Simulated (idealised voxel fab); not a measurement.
The name of this process module is voxel local oxidation.
Displayed cross-section: cut, width of 300 nm, square cells sized 5 nm.
The cross-sections in this document take the form of a grid made of square cells. They are written out as bands, in order from top to bottom. Each band consists of one or more rows of cells. Top height, bottom height, nm. Materials left to right, width each, nm. Single material + "full width" = fills band edge to edge. "empty" = empty. The level at which height equals 0 is the one under which the wafer, as it arrives, is entirely one material. No lower edge exists for the bottom band, which continues downward and is notated as in "z 0 and below". Think of "30 to 40" as a width that walks from the first number to the second as you go down the band, top row to bottom row, taking equal-sized steps from row to row. Step marked "remained the same"? Then no cell in the cross-section changed in it. Under "Closed empty spaces" you'll find the enclosed gaps, the ones with no way out to the top, that are 8 cells or bigger; each reads width x height at distance, with distance counted from the left edge, everything in nm. Heads up: the bit after the settings on a step's line is the simulator's remark on that step. "overlay nm" denotes, for a step that has a mask, the displacement of the mask to the right of its planned place, with negative values corresponding to the left.

# The process steps that were planned are listed below
step 1: RECEIVE (material Si)
step 2: CONFORMAL_DEP (material SiO2; thk nm 5)
step 3: CONFORMAL_DEP (material SiN; thk nm 15)
step 4: PATTERN (tone cover; mask id ACTIVE; material resist; width nm 105; thk nm 20; overlay nm 0)
step 5: DIRECTIONAL_ETCH (etch materials SiN; depth nm 15)
step 6: STRIP (etch materials resist)
step 7: SELECTIVE_ETCH (etch materials SiO2; depth nm 5)
step 8: OXIDIZE (depth nm 10)
step 9: STRIP (etch materials SiN)

# What follows covers the first of two wafers; it ran as planned

# Cross-section, incoming material, after step 1
  z 0 and below  Si full width
  Closed empty spaces: none

# Cross-section through the wafer, step 2 finished
  z 5 to 0  SiO2 full width
  Beneath the level 0, the cross-section is identical to its previous state.

# Cross-section through the wafer, step 3 finished
  z 20 to 5  SiN full width
  Beneath the level 5, the cross-section is identical to its previous state.

# Cross-section through the wafer, step 4 finished
  z 40 to 20  empty=95; resist=105; empty=100
  Beneath the level 20, the cross-section is identical to its previous state.

# Cross-section through the wafer, step 5 finished
  z 40 to 20  empty=95; resist=105; empty=100
  z 20 to 5  empty=95; SiN=105; empty=100
  Beneath the level 5, the cross-section is identical to its previous state.

# Cross-section through the wafer, step 6 finished
  z 20 to 5  empty=95; SiN=105; empty=100
  Beneath the level 5, the cross-section is identical to its previous state.

# Cross-section through the wafer, step 7 finished
  z 20 to 5  empty=95; SiN=105; empty=100
  z 5 to 0  empty=100; SiO2=95; empty=105
  Beneath the level 0, the cross-section is identical to its previous state.

# Cross-section through the wafer, step 8 finished
  z 20 to 5  empty=95; SiN=105; empty=100
  z 5 to 0  empty=100; SiO2=95; empty=105
  z 0 to -10  SiO2=110; Si=75; SiO2=115
  Beneath the level -10, the cross-section is identical to its previous state.

# Cross-section through the wafer, step 9 finished
  z 5 to 0  empty=100; SiO2=95; empty=105
  Beneath the level 0, the cross-section is identical to its previous state.

# Second Wafer (Identical Start and Plan, One Processing Error; Matches First Wafer Through Step 3)

# Cross-sectional representation of the second wafer at the time designated in the plan for the completion of step 4
  z 40 to 20  empty=100; resist=105; empty=95
  Beneath the level 20, the cross-section is identical to its previous state.

# Cross-sectional representation of the second wafer at the time designated in the plan for the completion of step 5
  z 40 to 20  empty=100; resist=105; empty=95
  z 20 to 5  empty=100; SiN=105; empty=95
  Beneath the level 5, the cross-section is identical to its previous state.

# Cross-sectional representation of the second wafer at the time designated in the plan for the completion of step 6
  z 20 to 5  empty=100; SiN=105; empty=95
  Beneath the level 5, the cross-section is identical to its previous state.

# Cross-sectional representation of the second wafer at the time designated in the plan for the completion of step 7
  z 20 to 5  empty=100; SiN=105; empty=95
  z 5 to 0  empty=105; SiO2=95; empty=100
  Beneath the level 0, the cross-section is identical to its previous state.

# Cross-sectional representation of the second wafer at the time designated in the plan for the completion of step 8
  z 20 to 5  empty=100; SiN=105; empty=95
  z 5 to 0  empty=105; SiO2=95; empty=100
  z 0 to -10  SiO2=115; Si=75; SiO2=110
  Beneath the level -10, the cross-section is identical to its previous state.

# Cross-sectional representation of the second wafer at the time designated in the plan for the completion of step 9
  z 5 to 0  empty=105; SiO2=95; empty=100
  Beneath the level 0, the cross-section is identical to its previous state.
So what did we get wrong on this run? step 4 did not happen as planned, as run it was PATTERN (tone cover; mask id ACTIVE; material resist; width nm 105; thk nm 20; overlay nm 5)
The two final wafers agree on how many cells each material fills and disagree on which cells those are.
